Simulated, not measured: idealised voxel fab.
A process module follows: voxel self aligned contacts.
The cross-section shown here is cut; it is 210 nm wide and divided into square cells measuring 5 nm on a side.
Format of a cross-section: grid, square cells. Given as bands. Order: top down. Band: one or more rows of cells. Basically the band line says how high the top is and how high the bottom is, in nm, and then what's in it from left to right, every material with its width in nm. Empty space shows up as "empty", and if a single material carries "all across" it runs the full band edge to edge. Heights are measured from 0, the level below which the as-received wafer is all one material; the lowest band has no bottom and continues downward, written as in "0..down". The expression "30..40" gives the width at the extremes of the band, the first number at its top row of cells and the second at its bottom row, with the width changing by equal amounts from each row to the next in between. Reading "no modifications" for a step: not a cell of the cross-section changed in it. Each empty space that has no open way to the top and spans at least 8 cells appears under "Fully sealed cavities" as width x height at distance, the distance counted from the left edge, all in nm. Where a step's line continues beyond its settings, the continuation is a remark by the simulator itself on that step. Each step line may optionally specify "overlay nm", which for a step with a mask gives the rightward distance between the mask's planned place and where it lay, a negative value indicating the leftward direction. Pairs from here to the end. Each: cross-section before one process step, cross-section after it, the latter only as far down as the lowest band that changed. Under each: the step between, and its settings. Mind that the pairs may be taken from different runs of this module on the same starting wafer; whether a pair continues from the pair above depends on its entry headed "Preceding state", and it does only where that entry says so.
## Preceding state
  45..30: 50 nm SiO2; 45 nm SiN; 15 nm empty; 45 nm SiN; 55 nm SiO2
  30..10: 50 nm SiO2; 5 nm SiN; 35 nm polySi; 5 nm SiN; 15 nm empty; 5 nm SiN; 35 nm polySi; 5 nm SiN; 55 nm SiO2
  10..5: polySi all across
  5..0: SiO2 all across
  0..down: Si all across
  Fully sealed cavities: none
## Resulting Cross-Section
  50..45: 100 nm TiN; 5 nm empty; 105 nm TiN
  45..30: 50 nm SiO2; 45 nm SiN; 5 nm TiN; 5 nm empty; 5 nm TiN; 45 nm SiN; 55 nm SiO2
  30..15: 50 nm SiO2; 5 nm SiN; 35 nm polySi; 5 nm SiN; 5 nm TiN; 5 nm empty; 5 nm TiN; 5 nm SiN; 35 nm polySi; 5 nm SiN; 55 nm SiO2
  15..10: 50 nm SiO2; 5 nm SiN; 35 nm polySi; 5 nm SiN; 15 nm TiN; 5 nm SiN; 35 nm polySi; 5 nm SiN; 55 nm SiO2
  For the remainder of the cross-section, below 10, there is no change.
  Fully sealed cavities: none
Step sandwiched between the two cross-sections above: CONFORMAL_DEP,material TiN,thk nm 5
Preceding state: For the state before this step, see the after cross-section of the pair located directly above.
## Resulting Cross-Section
  60..50: W all across
  50..45: 100 nm TiN; 5 nm W; 105 nm TiN
  45..30: 50 nm SiO2; 45 nm SiN; 5 nm TiN; 5 nm W; 5 nm TiN; 45 nm SiN; 55 nm SiO2
  30..15: 50 nm SiO2; 5 nm SiN; 35 nm polySi; 5 nm SiN; 5 nm TiN; 5 nm W; 5 nm TiN; 5 nm SiN; 35 nm polySi; 5 nm SiN; 55 nm SiO2
  For the remainder of the cross-section, below 15, there is no change.
  Fully sealed cavities: none
Step sandwiched between the two cross-sections above: FILL_DEP,material W,thk nm 10
Preceding state: For the state before this step, see the after cross-section of the pair located directly above.
## Resulting Cross-Section
  45..30: 50 nm SiO2; 45 nm SiN; 5 nm TiN; 5 nm W; 5 nm TiN; 45 nm SiN; 55 nm SiO2
  For the remainder of the cross-section, below 30, there is no change.
  Fully sealed cavities: none
Step sandwiched between the two cross-sections above: CMP,height nm 45
Preceding state: For the state before this step, see the after cross-section of the pair located directly above.
## Resulting Cross-Section
  50..45: SiCN all across
  For the remainder of the cross-section, below 45, there is no change.
  Fully sealed cavities: none
Step sandwiched between the two cross-sections above: CONFORMAL_DEP,material SiCN,thk nm 5
## Preceding state
  50..40: aC all across
  40..25: SiN all across
  25..5: polySi all across
  5..0: SiO2 all across
  0..down: Si all across
  Fully sealed cavities: none
## Resulting Cross-Section
  75..50: 60 nm empty; 25 nm resist; 35 nm empty; 25 nm resist; 65 nm empty
  For the remainder of the cross-section, below 50, there is no change.
  Fully sealed cavities: none
Step sandwiched between the two cross-sections above: PATTERN,tone cover,mask id GATE,material resist,width nm 25,pitch nm 60,thk nm 25,overlay nm 0
Preceding state: For the state before this step, see the after cross-section of the pair located directly above.
## Resulting Cross-Section
  65..50: 60 nm empty; 25 nm resist; 35 nm empty; 25 nm resist; 65 nm empty
  50..40: 60 nm empty; 25 nm aC; 35 nm empty; 25 nm aC; 65 nm empty
  For the remainder of the cross-section, below 40, there is no change.
  Fully sealed cavities: none
Step sandwiched between the two cross-sections above: DIRECTIONAL_ETCH,etch materials aC,depth nm 10
Preceding state: For the state before this step, see the after cross-section of the pair located directly above.
## Resulting Cross-Section
  50..40: 60 nm empty; 25 nm aC; 35 nm empty; 25 nm aC; 65 nm empty
  For the remainder of the cross-section, below 40, there is no change.
  Fully sealed cavities: none
Step sandwiched between the two cross-sections above: STRIP,etch materials resist
Preceding state: For the state before this step, see the after cross-section of the pair located directly above.
## Resulting Cross-Section
  50..40: 60 nm empty; 25 nm aC; 35 nm empty; 25 nm aC; 65 nm empty
  40..25: 60 nm empty; 25 nm SiN; 35 nm empty; 25 nm SiN; 65 nm empty
  For the remainder of the cross-section, below 25, there is no change.
  Fully sealed cavities: none
Step sandwiched between the two cross-sections above: DIRECTIONAL_ETCH,etch materials SiN,depth nm 15
Preceding state: For the state before this step, see the after cross-section of the pair located directly above.
## Resulting Cross-Section
  50..40: 60 nm empty; 25 nm aC; 35 nm empty; 25 nm aC; 65 nm empty
  40..25: 60 nm empty; 25 nm SiN; 35 nm empty; 25 nm SiN; 65 nm empty
  25..5: 60 nm empty; 25 nm polySi; 35 nm empty; 25 nm polySi; 65 nm empty
  For the remainder of the cross-section, below 5, there is no change.
  Fully sealed cavities: none
Step sandwiched between the two cross-sections above: DIRECTIONAL_ETCH,etch materials polySi,depth nm 20
Preceding state: For the state before this step, see the after cross-section of the pair located directly above.
## Resulting Cross-Section
  40..25: 60 nm empty; 25 nm SiN; 35 nm empty; 25 nm SiN; 65 nm empty
  For the remainder of the cross-section, below 25, there is no change.
  Fully sealed cavities: none
Step sandwiched between the two cross-sections above: STRIP,etch materials aC
Preceding state: For the state before this step, see the after cross-section of the pair located directly above.
## Resulting Cross-Section
  45..25: 55 nm empty; 35 nm SiN; 25 nm empty; 35 nm SiN; 60 nm empty
  25..10: 55 nm empty; 5 nm SiN; 25 nm polySi; 5 nm SiN; 25 nm empty; 5 nm SiN; 25 nm polySi; 5 nm SiN; 60 nm empty
  10..5: 60 nm SiN; 25 nm polySi; 35 nm SiN; 25 nm polySi; 65 nm SiN
  For the remainder of the cross-section, below 5, there is no change.
  Fully sealed cavities: none
Step sandwiched between the two cross-sections above: CONFORMAL_DEP,material SiN,thk nm 5
Preceding state: For the state before this step, see the after cross-section of the pair located directly above.
## Resulting Cross-Section
  40..25: 55 nm empty; 35 nm SiN; 25 nm empty; 35 nm SiN; 60 nm empty
  25..5: 55 nm empty; 5 nm SiN; 25 nm polySi; 5 nm SiN; 25 nm empty; 5 nm SiN; 25 nm polySi; 5 nm SiN; 60 nm empty
  For the remainder of the cross-section, below 5, there is no change.
  Fully sealed cavities: none
Step sandwiched between the two cross-sections above: DIRECTIONAL_ETCH,etch materials SiN,depth nm 5
Preceding state: For the state before this step, see the after cross-section of the pair located directly above.
## Resulting Cross-Section
  50..40: SiO2 all across
  40..25: 55 nm SiO2; 35 nm SiN; 25 nm SiO2; 35 nm SiN; 60 nm SiO2
  25..5: 55 nm SiO2; 5 nm SiN; 25 nm polySi; 5 nm SiN; 25 nm SiO2; 5 nm SiN; 25 nm polySi; 5 nm SiN; 60 nm SiO2
  For the remainder of the cross-section, below 5, there is no change.
  Fully sealed cavities: none
Step sandwiched between the two cross-sections above: FILL_DEP,material SiO2,thk nm 10
Preceding state: For the state before this step, see the after cross-section of the pair located directly above.
## Resulting Cross-Section
  45..40: SiO2 all across
  For the remainder of the cross-section, below 40, there is no change.
  Fully sealed cavities: none
Step sandwiched between the two cross-sections above: CMP,height nm 45
Preceding state: For the state before this step, see the after cross-section of the pair located directly above.
## Resulting Cross-Section
  60..45: 85 nm resist; 35 nm empty; 90 nm resist
  For the remainder of the cross-section, below 45, there is no change.
  Fully sealed cavities: none
Step sandwiched between the two cross-sections above: PATTERN,tone open,mask id CONTACT,material resist,width nm 35,thk nm 15,overlay nm 0
Preceding state: For the state before this step, see the after cross-section of the pair located directly above.
## Resulting Cross-Section
  60..45: 85 nm resist; 35 nm empty; 90 nm resist
  45..40: 85 nm SiO2; 35 nm empty; 90 nm SiO2
  40..25: 55 nm SiO2; 35 nm SiN; 25 nm empty; 35 nm SiN; 60 nm SiO2
  25..5: 55 nm SiO2; 5 nm SiN; 25 nm polySi; 5 nm SiN; 25 nm empty; 5 nm SiN; 25 nm polySi; 5 nm SiN; 60 nm SiO2
  5..0: 90 nm SiO2; 25 nm empty; 95 nm SiO2
  For the remainder of the cross-section, below 0, there is no change.
  Fully sealed cavities: none
Step sandwiched between the two cross-sections above: DIRECTIONAL_ETCH,etch materials SiO2,depth nm 45
Preceding state: For the state before this step, see the after cross-section of the pair located directly above.
## Resulting Cross-Section
  45..40: 85 nm SiO2; 35 nm empty; 90 nm SiO2
  For the remainder of the cross-section, below 40, there is no change.
  Fully sealed cavities: none
Step sandwiched between the two cross-sections above: STRIP,etch materials resist
Preceding state: For the state before this step, see the after cross-section of the pair located directly above.
## Resulting Cross-Section
  50..45: 90 nm TiN; 25 nm empty; 95 nm TiN
  45..40: 85 nm SiO2; 10 nm TiN; 15 nm empty; 10 nm TiN; 90 nm SiO2
  40..25: 55 nm SiO2; 35 nm SiN; 5 nm TiN; 15 nm empty; 5 nm TiN; 35 nm SiN; 60 nm SiO2
  25..5: 55 nm SiO2; 5 nm SiN; 25 nm polySi; 5 nm SiN; 5 nm TiN; 15 nm empty; 5 nm TiN; 5 nm SiN; 25 nm polySi; 5 nm SiN; 60 nm SiO2
  5..0: 90 nm SiO2; 25 nm TiN; 95 nm SiO2
  For the remainder of the cross-section, below 0, there is no change.
  Fully sealed cavities: none
Step sandwiched between the two cross-sections above: CONFORMAL_DEP,material TiN,thk nm 5
Preceding state: For the state before this step, see the after cross-section of the pair located directly above.
## Resulting Cross-Section
  60..50: W all across
  50..45: 90 nm TiN; 25 nm W; 95 nm TiN
  45..40: 85 nm SiO2; 10 nm TiN; 15 nm W; 10 nm TiN; 90 nm SiO2
  40..25: 55 nm SiO2; 35 nm SiN; 5 nm TiN; 15 nm W; 5 nm TiN; 35 nm SiN; 60 nm SiO2
  25..5: 55 nm SiO2; 5 nm SiN; 25 nm polySi; 5 nm SiN; 5 nm TiN; 15 nm W; 5 nm TiN; 5 nm SiN; 25 nm polySi; 5 nm SiN; 60 nm SiO2
  For the remainder of the cross-section, below 5, there is no change.
  Fully sealed cavities: none
Step sandwiched between the two cross-sections above: FILL_DEP,material W,thk nm 10
Preceding state: For the state before this step, see the after cross-section of the pair located directly above.
## Resulting Cross-Section
  45..40: 85 nm SiO2; 10 nm TiN; 15 nm W; 10 nm TiN; 90 nm SiO2
  For the remainder of the cross-section, below 40, there is no change.
  Fully sealed cavities: none
Step sandwiched between the two cross-sections above: CMP,height nm 45
Preceding state: For the state before this step, see the after cross-section of the pair located directly above.
## Resulting Cross-Section
  50..45: SiCN all across
  For the remainder of the cross-section, below 45, there is no change.
  Fully sealed cavities: none
Step sandwiched between the two cross-sections above: CONFORMAL_DEP,material SiCN,thk nm 5
## Preceding state
  50..40: aC all across
  40..25: SiN all across
  25..5: polySi all across
  5..0: SiO2 all across
  0..down: Si all across
  Fully sealed cavities: none
## Resulting Cross-Section
  75..50: 65 nm empty; 35 nm resist; 25 nm empty; 35 nm resist; 50 nm empty
  For the remainder of the cross-section, below 50, there is no change.
  Fully sealed cavities: none
Step sandwiched between the two cross-sections above: PATTERN,tone cover,mask id GATE,material resist,width nm 35,pitch nm 60,thk nm 25,overlay nm 10
Preceding state: For the state before this step, see the after cross-section of the pair located directly above.
## Resulting Cross-Section
  65..50: 65 nm empty; 35 nm resist; 25 nm empty; 35 nm resist; 50 nm empty
  50..40: 65 nm empty; 35 nm aC; 25 nm empty; 35 nm aC; 50 nm empty
  For the remainder of the cross-section, below 40, there is no change.
  Fully sealed cavities: none
Step sandwiched between the two cross-sections above: DIRECTIONAL_ETCH,etch materials aC,depth nm 10
Preceding state: For the state before this step, see the after cross-section of the pair located directly above.
## Resulting Cross-Section
  50..40: 65 nm empty; 35 nm aC; 25 nm empty; 35 nm aC; 50 nm empty
  For the remainder of the cross-section, below 40, there is no change.
  Fully sealed cavities: none
Step sandwiched between the two cross-sections above: STRIP,etch materials resist
Preceding state: For the state before this step, see the after cross-section of the pair located directly above.
## Resulting Cross-Section
  50..40: 65 nm empty; 35 nm aC; 25 nm empty; 35 nm aC; 50 nm empty
  40..25: 65 nm empty; 35 nm SiN; 25 nm empty; 35 nm SiN; 50 nm empty
  For the remainder of the cross-section, below 25, there is no change.
  Fully sealed cavities: none
Step sandwiched between the two cross-sections above: DIRECTIONAL_ETCH,etch materials SiN,depth nm 15
Preceding state: For the state before this step, see the after cross-section of the pair located directly above.
## Resulting Cross-Section
  50..40: 65 nm empty; 35 nm aC; 25 nm empty; 35 nm aC; 50 nm empty
  40..25: 65 nm empty; 35 nm SiN; 25 nm empty; 35 nm SiN; 50 nm empty
  25..5: 65 nm empty; 35 nm polySi; 25 nm empty; 35 nm polySi; 50 nm empty
  For the remainder of the cross-section, below 5, there is no change.
  Fully sealed cavities: none
Step sandwiched between the two cross-sections above: DIRECTIONAL_ETCH,etch materials polySi,depth nm 20
Preceding state: For the state before this step, see the after cross-section of the pair located directly above.
## Resulting Cross-Section
  40..25: 65 nm empty; 35 nm SiN; 25 nm empty; 35 nm SiN; 50 nm empty
  For the remainder of the cross-section, below 25, there is no change.
  Fully sealed cavities: none
Step sandwiched between the two cross-sections above: STRIP,etch materials aC
Preceding state: For the state before this step, see the after cross-section of the pair located directly above.
## Resulting Cross-Section
  45..25: 60 nm empty; 45 nm SiN; 15 nm empty; 45 nm SiN; 45 nm empty
  25..10: 60 nm empty; 5 nm SiN; 35 nm polySi; 5 nm SiN; 15 nm empty; 5 nm SiN; 35 nm polySi; 5 nm SiN; 45 nm empty
  10..5: 65 nm SiN; 35 nm polySi; 25 nm SiN; 35 nm polySi; 50 nm SiN
  For the remainder of the cross-section, below 5, there is no change.
  Fully sealed cavities: none
Step sandwiched between the two cross-sections above: CONFORMAL_DEP,material SiN,thk nm 5
Preceding state: For the state before this step, see the after cross-section of the pair located directly above.
## Resulting Cross-Section
  40..25: 60 nm empty; 45 nm SiN; 15 nm empty; 45 nm SiN; 45 nm empty
  25..5: 60 nm empty; 5 nm SiN; 35 nm polySi; 5 nm SiN; 15 nm empty; 5 nm SiN; 35 nm polySi; 5 nm SiN; 45 nm empty
  For the remainder of the cross-section, below 5, there is no change.
  Fully sealed cavities: none
Step sandwiched between the two cross-sections above: DIRECTIONAL_ETCH,etch materials SiN,depth nm 5
Preceding state: For the state before this step, see the after cross-section of the pair located directly above.
## Resulting Cross-Section
  50..40: SiO2 all across
  40..25: 60 nm SiO2; 45 nm SiN; 15 nm SiO2; 45 nm SiN; 45 nm SiO2
  25..5: 60 nm SiO2; 5 nm SiN; 35 nm polySi; 5 nm SiN; 15 nm SiO2; 5 nm SiN; 35 nm polySi; 5 nm SiN; 45 nm SiO2
  For the remainder of the cross-section, below 5, there is no change.
  Fully sealed cavities: none
Step sandwiched between the two cross-sections above: FILL_DEP,material SiO2,thk nm 10
Preceding state: For the state before this step, see the after cross-section of the pair located directly above.
## Resulting Cross-Section
  45..40: SiO2 all across
  For the remainder of the cross-section, below 40, there is no change.
  Fully sealed cavities: none
Step sandwiched between the two cross-sections above: CMP,height nm 45
Preceding state: For the state before this step, see the after cross-section of the pair located directly above.
## Resulting Cross-Section
  60..45: 85 nm resist; 35 nm empty; 90 nm resist
  For the remainder of the cross-section, below 45, there is no change.
  Fully sealed cavities: none
Step sandwiched between the two cross-sections above: PATTERN,tone open,mask id CONTACT,material resist,width nm 35,thk nm 15,overlay nm 0
Preceding state: For the state before this step, see the after cross-section of the pair located directly above.
## Resulting Cross-Section
  60..45: 85 nm resist; 35 nm empty; 90 nm resist
  45..40: 85 nm SiO2; 35 nm empty; 90 nm SiO2
  40..25: 60 nm SiO2; 45 nm SiN; 15 nm empty; 45 nm SiN; 45 nm SiO2
  25..5: 60 nm SiO2; 5 nm SiN; 35 nm polySi; 5 nm SiN; 15 nm empty; 5 nm SiN; 35 nm polySi; 5 nm SiN; 45 nm SiO2
  5..0: 105 nm SiO2; 15 nm empty; 90 nm SiO2
  For the remainder of the cross-section, below 0, there is no change.
  Fully sealed cavities: none
Step sandwiched between the two cross-sections above: DIRECTIONAL_ETCH,etch materials SiO2,depth nm 45
Preceding state: For the state before this step, see the after cross-section of the pair located directly above.
## Resulting Cross-Section
  45..40: 85 nm SiO2; 35 nm empty; 90 nm SiO2
  For the remainder of the cross-section, below 40, there is no change.
  Fully sealed cavities: none
Step sandwiched between the two cross-sections above: STRIP,etch materials resist
Preceding state: For the state before this step, see the after cross-section of the pair located directly above.
## Resulting Cross-Section
  50..45: 90 nm TiN; 25 nm empty; 95 nm TiN
  45..40: 85 nm SiO2; 25 nm TiN; 5 nm empty; 5 nm TiN; 90 nm SiO2
  40..25: 60 nm SiO2; 45 nm SiN; 5 nm TiN; 5 nm empty; 5 nm TiN; 45 nm SiN; 45 nm SiO2
  25..5: 60 nm SiO2; 5 nm SiN; 35 nm polySi; 5 nm SiN; 5 nm TiN; 5 nm empty; 5 nm TiN; 5 nm SiN; 35 nm polySi; 5 nm SiN; 45 nm SiO2
  5..0: 105 nm SiO2; 15 nm TiN; 90 nm SiO2
  For the remainder of the cross-section, below 0, there is no change.
  Fully sealed cavities: none
Step sandwiched between the two cross-sections above: CONFORMAL_DEP,material TiN,thk nm 5
Preceding state: For the state before this step, see the after cross-section of the pair located directly above.
## Resulting Cross-Section
  60..50: W all across
  50..45: 90 nm TiN; 25 nm W; 95 nm TiN
  45..40: 85 nm SiO2; 25 nm TiN; 5 nm W; 5 nm TiN; 90 nm SiO2
  40..25: 60 nm SiO2; 45 nm SiN; 5 nm TiN; 5 nm W; 5 nm TiN; 45 nm SiN; 45 nm SiO2
  25..5: 60 nm SiO2; 5 nm SiN; 35 nm polySi; 5 nm SiN; 5 nm TiN; 5 nm W; 5 nm TiN; 5 nm SiN; 35 nm polySi; 5 nm SiN; 45 nm SiO2
  For the remainder of the cross-section, below 5, there is no change.
  Fully sealed cavities: none
Step sandwiched between the two cross-sections above: FILL_DEP,material W,thk nm 10
Preceding state: For the state before this step, see the after cross-section of the pair located directly above.
## Resulting Cross-Section
  45..40: 85 nm SiO2; 25 nm TiN; 5 nm W; 5 nm TiN; 90 nm SiO2
  For the remainder of the cross-section, below 40, there is no change.
  Fully sealed cavities: none
Step sandwiched between the two cross-sections above: CMP,height nm 45
Preceding state: For the state before this step, see the after cross-section of the pair located directly above.
## Resulting Cross-Section
  50..45: SiCN all across
  For the remainder of the cross-section, below 45, there is no change.
  Fully sealed cavities: none
Step sandwiched between the two cross-sections above: CONFORMAL_DEP,material SiCN,thk nm 5
## Preceding state
  0..down: Si all across
  Fully sealed cavities: none
## Resulting Cross-Section
  5..0: SiN all across
  For the remainder of the cross-section, below 0, there is no change.
  Fully sealed cavities: none
Step sandwiched between the two cross-sections above: CONFORMAL_DEP,material SiN,thk nm 5
Preceding state: For the state before this step, see the after cross-section of the pair located directly above.
## Resulting Cross-Section
  25..5: polySi all across
  For the remainder of the cross-section, below 5, there is no change.
  Fully sealed cavities: none
Step sandwiched between the two cross-sections above: DIRECTIONAL_DEP,material polySi,thk nm 20
Preceding state: For the state before this step, see the after cross-section of the pair located directly above.
## Resulting Cross-Section
  40..25: SiN all across
  For the remainder of the cross-section, below 25, there is no change.
  Fully sealed cavities: none
Step sandwiched between the two cross-sections above: DIRECTIONAL_DEP,material SiN,thk nm 15
Preceding state: For the state before this step, see the after cross-section of the pair located directly above.
## Resulting Cross-Section
  50..40: aC all across
  For the remainder of the cross-section, below 40, there is no change.
  Fully sealed cavities: none
Step sandwiched between the two cross-sections above: DIRECTIONAL_DEP,material aC,thk nm 10
Preceding state: For the state before this step, see the after cross-section of the pair located directly above.
## Resulting Cross-Section
  75..50: 55 nm empty; 35 nm resist; 25 nm empty; 35 nm resist; 60 nm empty
  For the remainder of the cross-section, below 50, there is no change.
  Fully sealed cavities: none
Step sandwiched between the two cross-sections above: PATTERN,tone cover,mask id GATE,material resist,width nm 35,pitch nm 60,thk nm 25,overlay nm 0
Preceding state: For the state before this step, see the after cross-section of the pair located directly above.
## Resulting Cross-Section
  65..50: 55 nm empty; 35 nm resist; 25 nm empty; 35 nm resist; 60 nm empty
  50..40: 55 nm empty; 35 nm aC; 25 nm empty; 35 nm aC; 60 nm empty
  For the remainder of the cross-section, below 40, there is no change.
  Fully sealed cavities: none
Step sandwiched between the two cross-sections above: DIRECTIONAL_ETCH,etch materials aC,depth nm 10
Preceding state: For the state before this step, see the after cross-section of the pair located directly above.
## Resulting Cross-Section
  50..40: 55 nm empty; 35 nm aC; 25 nm empty; 35 nm aC; 60 nm empty
  For the remainder of the cross-section, below 40, there is no change.
  Fully sealed cavities: none
Step sandwiched between the two cross-sections above: STRIP,etch materials resist
Preceding state: For the state before this step, see the after cross-section of the pair located directly above.
## Resulting Cross-Section
  50..40: 55 nm empty; 35 nm aC; 25 nm empty; 35 nm aC; 60 nm empty
  40..25: 55 nm empty; 35 nm SiN; 25 nm empty; 35 nm SiN; 60 nm empty
  For the remainder of the cross-section, below 25, there is no change.
  Fully sealed cavities: none
Step sandwiched between the two cross-sections above: DIRECTIONAL_ETCH,etch materials SiN,depth nm 15
Preceding state: For the state before this step, see the after cross-section of the pair located directly above.
## Resulting Cross-Section
  50..40: 55 nm empty; 35 nm aC; 25 nm empty; 35 nm aC; 60 nm empty
  40..25: 55 nm empty; 35 nm SiN; 25 nm empty; 35 nm SiN; 60 nm empty
  25..5: 55 nm empty; 35 nm polySi; 25 nm empty; 35 nm polySi; 60 nm empty
  For the remainder of the cross-section, below 5, there is no change.
  Fully sealed cavities: none
Step sandwiched between the two cross-sections above: DIRECTIONAL_ETCH,etch materials polySi,depth nm 20
Preceding state: For the state before this step, see the after cross-section of the pair located directly above.
## Resulting Cross-Section
  40..25: 55 nm empty; 35 nm SiN; 25 nm empty; 35 nm SiN; 60 nm empty
  For the remainder of the cross-section, below 25, there is no change.
  Fully sealed cavities: none
Step sandwiched between the two cross-sections above: STRIP,etch materials aC
Preceding state: For the state before this step, see the after cross-section of the pair located directly above.
## Resulting Cross-Section
  45..25: 50 nm empty; 45 nm SiN; 15 nm empty; 45 nm SiN; 55 nm empty
  25..10: 50 nm empty; 5 nm SiN; 35 nm polySi; 5 nm SiN; 15 nm empty; 5 nm SiN; 35 nm polySi; 5 nm SiN; 55 nm empty
  10..5: 55 nm SiN; 35 nm polySi; 25 nm SiN; 35 nm polySi; 60 nm SiN
  For the remainder of the cross-section, below 5, there is no change.
  Fully sealed cavities: none
Step sandwiched between the two cross-sections above: CONFORMAL_DEP,material SiN,thk nm 5
Preceding state: For the state before this step, see the after cross-section of the pair located directly above.
## Resulting Cross-Section
  40..25: 50 nm empty; 45 nm SiN; 15 nm empty; 45 nm SiN; 55 nm empty
  25..5: 50 nm empty; 5 nm SiN; 35 nm polySi; 5 nm SiN; 15 nm empty; 5 nm SiN; 35 nm polySi; 5 nm SiN; 55 nm empty
  For the remainder of the cross-section, below 5, there is no change.
  Fully sealed cavities: none
Step sandwiched between the two cross-sections above: DIRECTIONAL_ETCH,etch materials SiN,depth nm 5
Preceding state: For the state before this step, see the after cross-section of the pair located directly above.
## Resulting Cross-Section
  50..40: SiO2 all across
  40..25: 50 nm SiO2; 45 nm SiN; 15 nm SiO2; 45 nm SiN; 55 nm SiO2
  25..5: 50 nm SiO2; 5 nm SiN; 35 nm polySi; 5 nm SiN; 15 nm SiO2; 5 nm SiN; 35 nm polySi; 5 nm SiN; 55 nm SiO2
  For the remainder of the cross-section, below 5, there is no change.
  Fully sealed cavities: none
Step sandwiched between the two cross-sections above: FILL_DEP,material SiO2,thk nm 10
Preceding state: For the state before this step, see the after cross-section of the pair located directly above.
## Resulting Cross-Section
  45..40: SiO2 all across
  For the remainder of the cross-section, below 40, there is no change.
  Fully sealed cavities: none
Step sandwiched between the two cross-sections above: CMP,height nm 45
Preceding state: For the state before this step, see the after cross-section of the pair located directly above.
## Resulting Cross-Section
  60..45: 85 nm resist; 35 nm empty; 90 nm resist
  For the remainder of the cross-section, below 45, there is no change.
  Fully sealed cavities: none
Step sandwiched between the two cross-sections above: PATTERN,tone open,mask id CONTACT,material resist,width nm 35,thk nm 15,overlay nm 0
Preceding state: For the state before this step, see the after cross-section of the pair located directly above.
## Resulting Cross-Section
  60..45: 85 nm resist; 35 nm empty; 90 nm resist
  45..40: 85 nm SiO2; 35 nm empty; 90 nm SiO2
  40..25: 50 nm SiO2; 45 nm SiN; 15 nm empty; 45 nm SiN; 55 nm SiO2
  25..5: 50 nm SiO2; 5 nm SiN; 35 nm polySi; 5 nm SiN; 15 nm empty; 5 nm SiN; 35 nm polySi; 5 nm SiN; 55 nm SiO2
  For the remainder of the cross-section, below 5, there is no change.
  Fully sealed cavities: none
Step sandwiched between the two cross-sections above: DIRECTIONAL_ETCH,etch materials SiO2,depth nm 45
Preceding state: For the state before this step, see the after cross-section of the pair located directly above.
## Resulting Cross-Section
  45..40: 85 nm SiO2; 35 nm empty; 90 nm SiO2
  For the remainder of the cross-section, below 40, there is no change.
  Fully sealed cavities: none
Step sandwiched between the two cross-sections above: STRIP,etch materials resist
Preceding state: For the state before this step, see the after cross-section of the pair located directly above.
## Resulting Cross-Section
  50..45: 90 nm TiN; 25 nm empty; 95 nm TiN
  45..40: 85 nm SiO2; 15 nm TiN; 5 nm empty; 15 nm TiN; 90 nm SiO2
  40..25: 50 nm SiO2; 45 nm SiN; 5 nm TiN; 5 nm empty; 5 nm TiN; 45 nm SiN; 55 nm SiO2
  25..10: 50 nm SiO2; 5 nm SiN; 35 nm polySi; 5 nm SiN; 5 nm TiN; 5 nm empty; 5 nm TiN; 5 nm SiN; 35 nm polySi; 5 nm SiN; 55 nm SiO2
  10..5: 50 nm SiO2; 5 nm SiN; 35 nm polySi; 5 nm SiN; 15 nm TiN; 5 nm SiN; 35 nm polySi; 5 nm SiN; 55 nm SiO2
  For the remainder of the cross-section, below 5, there is no change.
  Fully sealed cavities: none
Step sandwiched between the two cross-sections above: CONFORMAL_DEP,material TiN,thk nm 5
Preceding state: For the state before this step, see the after cross-section of the pair located directly above.
## Resulting Cross-Section
  60..50: W all across
  50..45: 90 nm TiN; 25 nm W; 95 nm TiN
  45..40: 85 nm SiO2; 15 nm TiN; 5 nm W; 15 nm TiN; 90 nm SiO2
  40..25: 50 nm SiO2; 45 nm SiN; 5 nm TiN; 5 nm W; 5 nm TiN; 45 nm SiN; 55 nm SiO2
  25..10: 50 nm SiO2; 5 nm SiN; 35 nm polySi; 5 nm SiN; 5 nm TiN; 5 nm W; 5 nm TiN; 5 nm SiN; 35 nm polySi; 5 nm SiN; 55 nm SiO2
  For the remainder of the cross-section, below 10, there is no change.
  Fully sealed cavities: none
Step sandwiched between the two cross-sections above: FILL_DEP,material W,thk nm 10
Preceding state: For the state before this step, see the after cross-section of the pair located directly above.
## Resulting Cross-Section
  45..40: 85 nm SiO2; 15 nm TiN; 5 nm W; 15 nm TiN; 90 nm SiO2
  For the remainder of the cross-section, below 40, there is no change.
  Fully sealed cavities: none
Step sandwiched between the two cross-sections above: CMP,height nm 45
Preceding state: For the state before this step, see the after cross-section of the pair located directly above.
## Resulting Cross-Section
  50..45: SiCN all across
  For the remainder of the cross-section, below 45, there is no change.
  Fully sealed cavities: none
Step sandwiched between the two cross-sections above: CONFORMAL_DEP,material SiCN,thk nm 5
## Preceding state
  50..40: aC all across
  40..25: SiN all across
  25..5: polySi all across
  5..0: SiO2 all across
  0..down: Si all across
  Fully sealed cavities: none
## Resulting Cross-Section
  75..50: 55 nm resist; 35 nm empty; 25 nm resist; 35 nm empty; 60 nm resist
  For the remainder of the cross-section, below 50, there is no change.
  Fully sealed cavities: none
Step sandwiched between the two cross-sections above: PATTERN,tone open,mask id GATE,material resist,width nm 35,pitch nm 60,thk nm 25,overlay nm 0
Preceding state: For the state before this step, see the after cross-section of the pair located directly above.
## Resulting Cross-Section
  65..50: 55 nm resist; 35 nm empty; 25 nm resist; 35 nm empty; 60 nm resist
  50..40: 55 nm aC; 35 nm empty; 25 nm aC; 35 nm empty; 60 nm aC
  For the remainder of the cross-section, below 40, there is no change.
  Fully sealed cavities: none
Step sandwiched between the two cross-sections above: DIRECTIONAL_ETCH,etch materials aC,depth nm 10
Preceding state: For the state before this step, see the after cross-section of the pair located directly above.
## Resulting Cross-Section
  50..40: 55 nm aC; 35 nm empty; 25 nm aC; 35 nm empty; 60 nm aC
  For the remainder of the cross-section, below 40, there is no change.
  Fully sealed cavities: none
Step sandwiched between the two cross-sections above: STRIP,etch materials resist
Preceding state: For the state before this step, see the after cross-section of the pair located directly above.
## Resulting Cross-Section
  50..40: 55 nm aC; 35 nm empty; 25 nm aC; 35 nm empty; 60 nm aC
  40..25: 55 nm SiN; 35 nm empty; 25 nm SiN; 35 nm empty; 60 nm SiN
  For the remainder of the cross-section, below 25, there is no change.
  Fully sealed cavities: none
Step sandwiched between the two cross-sections above: DIRECTIONAL_ETCH,etch materials SiN,depth nm 15
Preceding state: For the state before this step, see the after cross-section of the pair located directly above.
## Resulting Cross-Section
  50..40: 55 nm aC; 35 nm empty; 25 nm aC; 35 nm empty; 60 nm aC
  40..25: 55 nm SiN; 35 nm empty; 25 nm SiN; 35 nm empty; 60 nm SiN
  25..5: 55 nm polySi; 35 nm empty; 25 nm polySi; 35 nm empty; 60 nm polySi
  For the remainder of the cross-section, below 5, there is no change.
  Fully sealed cavities: none
Step sandwiched between the two cross-sections above: DIRECTIONAL_ETCH,etch materials polySi,depth nm 20
Preceding state: For the state before this step, see the after cross-section of the pair located directly above.
## Resulting Cross-Section
  40..25: 55 nm SiN; 35 nm empty; 25 nm SiN; 35 nm empty; 60 nm SiN
  For the remainder of the cross-section, below 25, there is no change.
  Fully sealed cavities: none
Step sandwiched between the two cross-sections above: STRIP,etch materials aC
